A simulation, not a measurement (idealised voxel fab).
Name of the process module below: voxel fin reveal
FYI the section here is cut, 160 nm wide, cells are 5 nm squares.
Notation: cross-section as square-cell grid; stated in bands, top first, going down; one or more cell rows per band. This entry defines a band. It first specifies the height of the band's top and the height of its bottom in nm, and then specifies the band's materials from left to right, stating each material with its width in nm. The word "everywhere" identifies a single material that fills the band from edge to edge, while the word "blank" identifies empty space. Height reference: 0 = level under which incoming wafer is all one material. Lowest band: no bottom, runs on downward, e.g. "0 nm and below". Graded width ("30 to 40"): value in top row of band = first number; value in bottom row = second number; row-to-row change constant. Step note "identical to before" = no cross-section cell changed. Listed in "Enclosed cavity list": every empty space of 8 or more cells without an open way to the top. Form: width x height at distance, the distance being from the left edge, all in nm. Past the settings on a step's line: simulator remark, on that step. Among the settings permitted on a step's line is "overlay nm"; applied to a step with a mask, it specifies the extent to which the mask lay to the right of its planned position, whereas a negative figure signifies a position to the left.
-- Set out below are the planned steps of the process
1 RECEIVE: material Si
2 CONFORMAL_DEP: material SiN, thk nm 5
3 MASKED_ETCH: tone cover, mask id FINS, width nm 15, pitch nm 35, etch materials SiN, depth nm 5, overlay nm 0
4 MASKED_ETCH: tone cover, mask id FINS, width nm 15, pitch nm 35, etch materials Si, depth nm 30, overlay nm 0
5 FILL_DEP: material SiO2, thk nm 5
6 CMP: height nm 5
7 SELECTIVE_ETCH: etch materials SiO2, depth nm 20
8 STRIP: etch materials SiN
-- As received (post step 1): cross-section
- 0 nm and below: Si everywhere
- Enclosed cavity list: none
-- Result of the module, cross-sectioned: start per above, plan per above, one error in how it was run
- 0 nm to -15 nm: blank=20, then Si=15, then blank=20, then Si=15, then blank=20, then Si=15, then blank=20, then Si=15, then blank=20
- -15 nm to -60 nm: SiO2=20, then Si=15, then SiO2=20, then Si=15, then SiO2=20, then Si=15, then SiO2=20, then Si=15, then SiO2=20
- -60 nm and below: Si everywhere
- Enclosed cavity list: none
Want to know what went wrong? in the plan, step 4 was performed twice
